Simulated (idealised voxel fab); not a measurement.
voxel released beams: a process module
Displayed cross-section: cut, width of 210 nm, square cells sized 5 nm.
In what follows, cross-sections appear as grids of square cells, described through bands that run from the top down, where every band is one or more rows of cells. First you get the band's top height and its bottom height, in nm, and then the materials it's made of, left to right, with each width in nm. If you see a single material with "full width", that one covers the band edge to edge. "air" is empty space. Below 0: as-received wafer, all one material; heights counted from there. Lowest band: no bottom, goes on down, written "from 0 down". Top row gets the first number, bottom row gets the second, and each row in between changes by the same step: that is how a band width like "30..40" works. "changes: none" -> step changed no cross-section cell. Listed in "Voids, enclosed": every empty space of 8 or more cells without an open way to the top. Form: width x height at distance, the distance being from the left edge, all in nm. The remark found on a step's line after its settings is issued by the simulator itself and pertains to that step. When a step includes a mask, the "overlay nm" setting on its line states how far to the right of its planned place that mask lay, and negative values state how far to the left.

-- plan
- 1: RECEIVE [material Si]
- 2: CONFORMAL_DEP [material SiN] [thk nm 10]
- 3: DIRECTIONAL_DEP [material SiO2] [thk nm 15]
- 4: DIRECTIONAL_DEP [material aC] [thk nm 15]
- 5: PATTERN [tone open] [mask id ANCHOR] [material resist] [width nm 45] [thk nm 30] [overlay nm 0]
- 6: DIRECTIONAL_ETCH [etch materials aC] [depth nm 15]
- 7: STRIP [etch materials resist]
- 8: DIRECTIONAL_ETCH [etch materials SiO2] [depth nm 15]
- 9: STRIP [etch materials aC]
- 10: CONFORMAL_DEP [material W] [thk nm 15]
- 11: DIRECTIONAL_DEP [material aC] [thk nm 15]
- 12: PATTERN [tone cover] [mask id BEAM] [material resist] [width nm 120] [thk nm 35] [overlay nm -15]
- 13: DIRECTIONAL_ETCH [etch materials aC] [depth nm 15]
- 14: STRIP [etch materials resist]
- 15: DIRECTIONAL_ETCH [etch materials W] [depth nm 15]
- 16: STRIP [etch materials aC]
- 17: STRIP [etch materials SiO2]
It is noted that the wafers described herein are identical at the outset and are distinguished by the overlay nm of step 12; the value stated in the plan corresponds to the first wafer.

-- Received condition of the first of several wafers, sectioned: post-step 1
    from 0 down | Si full width
    Voids, enclosed: none

-- Basically each wafer gets a line in the table, showing it at the end of the module: material by material, the cells it gained (+) or lost (-) since we got it, then its closed voids
overlay nm -15, +84 SiN, +90 W, Voids, enclosed: none
overlay nm -10, +84 SiN, +90 W, Voids, enclosed: none
overlay nm -5, +84 SiN, +90 W, Voids, enclosed: none
overlay nm 0, +84 SiN, +90 W, Voids, enclosed: none
overlay nm 5, +84 SiN, +90 W, Voids, enclosed: none
overlay nm 10, +84 SiN, +90 W, Voids, enclosed: none
overlay nm 15, +84 SiN, +90 W, Voids, enclosed: none
